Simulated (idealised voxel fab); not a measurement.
process module | voxel self aligned contacts
cross-section cut | 140 nm wide | cells 5 nm
A cross-section is a grid of square cells, given in bands from the top down. A band is one or more rows of cells.
Each band's line starts with the height of the band's top and of its bottom, in nm. Then come its materials from left to right, each with its width in nm. One material with "throughout" fills the band from edge to edge. "air" is empty space.
Height 0 is the level under which the wafer as received is all one material. The lowest band goes on downwards, as in "0 down".
A width such as "30 to 40" changes by the same amount from each row of cells to the next, from the band's top row to its bottom row.
"no change" after a step means that no cell of the cross-section changed.
closed voids: empty space of 8 cells or more with no open way to the top, each as width x height at its distance from the left edge, in nm
after a step's settings: what the simulator itself notes on the step
overlay nm, on a step with a mask: how far to the right of its planned place the mask lay; to the left if negative
plan
1 op RECEIVE | material Si
2 op OXIDIZE | depth nm 5
3 op DIRECTIONAL_DEP | material polySi | thk nm 25
4 op DIRECTIONAL_DEP | material SiN | thk nm 25
5 op PATTERN | tone cover | mask id GATE | material resist | width nm 35 | pitch nm 75 | thk nm 20 | overlay nm 0
6 op DIRECTIONAL_ETCH | etch materials SiN | depth nm 25
7 op DIRECTIONAL_ETCH | etch materials polySi | depth nm 25
8 op STRIP | etch materials resist
9 op CONFORMAL_DEP | material SiN | thk nm 10
10 op DIRECTIONAL_ETCH | etch materials SiN | depth nm 10
11 op FILL_DEP | material SiO2 | thk nm 10
12 op CMP | height nm 55
13 op PATTERN | tone open | mask id CONTACT | material resist | width nm 50 | thk nm 20 | overlay nm 0
14 op DIRECTIONAL_ETCH | etch materials SiO2 | depth nm 60
15 op STRIP | etch materials resist
16 op CONFORMAL_DEP | material TiN | thk nm 5
17 op FILL_DEP | material W | thk nm 10
18 op CMP | height nm 55
19 op CONFORMAL_DEP | material SiCN | thk nm 5
first wafer, as planned
as received, after step 1
  0 down: Si throughout
  closed voids: none
after step 2
  0 to -5: SiO2 throughout
  below -5: unchanged
after step 3
  25 to 0: polySi throughout
  below 0: unchanged
after step 4
  50 to 25: SiN throughout
  below 25: unchanged
after step 5
  70 to 50: air 15 | resist 35 | air 40 | resist 35 | air 15
  below 50: unchanged
after step 6
  70 to 50: air 15 | resist 35 | air 40 | resist 35 | air 15
  50 to 25: air 15 | SiN 35 | air 40 | SiN 35 | air 15
  below 25: unchanged
after step 7
  70 to 50: air 15 | resist 35 | air 40 | resist 35 | air 15
  50 to 25: air 15 | SiN 35 | air 40 | SiN 35 | air 15
  25 to 0: air 15 | polySi 35 | air 40 | polySi 35 | air 15
  below 0: unchanged
after step 8
  50 to 25: air 15 | SiN 35 | air 40 | SiN 35 | air 15
  below 25: unchanged
after step 9
  60 to 25: air 5 | SiN 55 | air 20 | SiN 55 | air 5
  25 to 10: air 5 | SiN 10 | polySi 35 | SiN 10 | air 20 | SiN 10 | polySi 35 | SiN 10 | air 5
  10 to 0: SiN 15 | polySi 35 | SiN 40 | polySi 35 | SiN 15
  below 0: unchanged
after step 10
  50 to 25: air 5 | SiN 55 | air 20 | SiN 55 | air 5
  25 to 0: air 5 | SiN 10 | polySi 35 | SiN 10 | air 20 | SiN 10 | polySi 35 | SiN 10 | air 5
  below 0: unchanged
after step 11
  60 to 50: SiO2 throughout
  50 to 25: SiO2 5 | SiN 55 | SiO2 20 | SiN 55 | SiO2 5
  25 to 0: SiO2 5 | SiN 10 | polySi 35 | SiN 10 | SiO2 20 | SiN 10 | polySi 35 | SiN 10 | SiO2 5
  below 0: unchanged
after step 12
  55 to 50: SiO2 throughout
  below 50: unchanged
after step 13
  75 to 55: resist 45 | air 50 | resist 45
  below 55: unchanged
after step 14
  75 to 55: resist 45 | air 50 | resist 45
  55 to 50: SiO2 45 | air 50 | SiO2 45
  50 to 25: SiO2 5 | SiN 55 | air 20 | SiN 55 | SiO2 5
  25 to 0: SiO2 5 | SiN 10 | polySi 35 | SiN 10 | air 20 | SiN 10 | polySi 35 | SiN 10 | SiO2 5
  0 to -5: SiO2 60 | air 20 | SiO2 60
  below -5: unchanged
after step 15
  55 to 50: SiO2 45 | air 50 | SiO2 45
  below 50: unchanged
after step 16
  60 to 55: TiN 50 | air 40 | TiN 50
  55 to 50: SiO2 45 | TiN 20 | air 10 | TiN 20 | SiO2 45
  50 to 25: SiO2 5 | SiN 55 | TiN 5 | air 10 | TiN 5 | SiN 55 | SiO2 5
  25 to 0: SiO2 5 | SiN 10 | polySi 35 | SiN 10 | TiN 5 | air 10 | TiN 5 | SiN 10 | polySi 35 | SiN 10 | SiO2 5
  0 to -5: SiO2 60 | TiN 20 | SiO2 60
  below -5: unchanged
after step 17
  70 to 60: W throughout
  60 to 55: TiN 50 | W 40 | TiN 50
  55 to 50: SiO2 45 | TiN 20 | W 10 | TiN 20 | SiO2 45
  50 to 25: SiO2 5 | SiN 55 | TiN 5 | W 10 | TiN 5 | SiN 55 | SiO2 5
  25 to 0: SiO2 5 | SiN 10 | polySi 35 | SiN 10 | TiN 5 | W 10 | TiN 5 | SiN 10 | polySi 35 | SiN 10 | SiO2 5
  below 0: unchanged
after step 18
  55 to 50: SiO2 45 | TiN 20 | W 10 | TiN 20 | SiO2 45
  below 50: unchanged
after step 19
  60 to 55: SiCN throughout
  below 55: unchanged
second wafer: like start, like plan, one mistake. Through step 3 it matches the first wafer
when step 4 should have ended
  75 to 25: SiN throughout
  below 25: unchanged
when step 5 should have ended
  95 to 75: air 15 | resist 35 | air 40 | resist 35 | air 15
  below 75: unchanged
when step 6 should have ended
  95 to 75: air 15 | resist 35 | air 40 | resist 35 | air 15
  75 to 50: air 15 | SiN 35 | air 40 | SiN 35 | air 15
  below 50: unchanged
when step 7 should have ended: no change
when step 8 should have ended
  75 to 50: air 15 | SiN 35 | air 40 | SiN 35 | air 15
  below 50: unchanged
when step 9 should have ended
  85 to 60: air 5 | SiN 55 | air 20 | SiN 55 | air 5
  60 to 25: SiN throughout
  below 25: unchanged
when step 10 should have ended
  75 to 50: air 5 | SiN 55 | air 20 | SiN 55 | air 5
  below 50: unchanged
when step 11 should have ended
  85 to 75: SiO2 throughout
  75 to 50: SiO2 5 | SiN 55 | SiO2 20 | SiN 55 | SiO2 5
  below 50: unchanged
when step 12 should have ended
  55 to 50: SiO2 5 | SiN 55 | SiO2 20 | SiN 55 | SiO2 5
  below 50: unchanged
when step 13 should have ended
  75 to 55: resist 45 | air 50 | resist 45
  below 55: unchanged
when step 14 should have ended
  75 to 55: resist 45 | air 50 | resist 45
  55 to 50: SiO2 5 | SiN 55 | air 20 | SiN 55 | SiO2 5
  below 50: unchanged
when step 15 should have ended
  55 to 50: SiO2 5 | SiN 55 | air 20 | SiN 55 | SiO2 5
  below 50: unchanged
when step 16 should have ended
  60 to 55: TiN 65 | air 10 | TiN 65
  55 to 50: SiO2 5 | SiN 55 | TiN 20 | SiN 55 | SiO2 5
  below 50: unchanged
when step 17 should have ended
  70 to 60: W throughout
  60 to 55: TiN 65 | W 10 | TiN 65
  below 55: unchanged
when step 18 should have ended
  55 to 50: SiO2 5 | SiN 55 | TiN 20 | SiN 55 | SiO2 5
  below 50: unchanged
when step 19 should have ended
  60 to 55: SiCN throughout
  below 55: unchanged
what went wrong: step 4 was run twice
at the end the second wafer has, in cells: 12 more of SiN | 32 fewer of SiO2 | 28 fewer of TiN | 22 fewer of W | 70 more of polySi
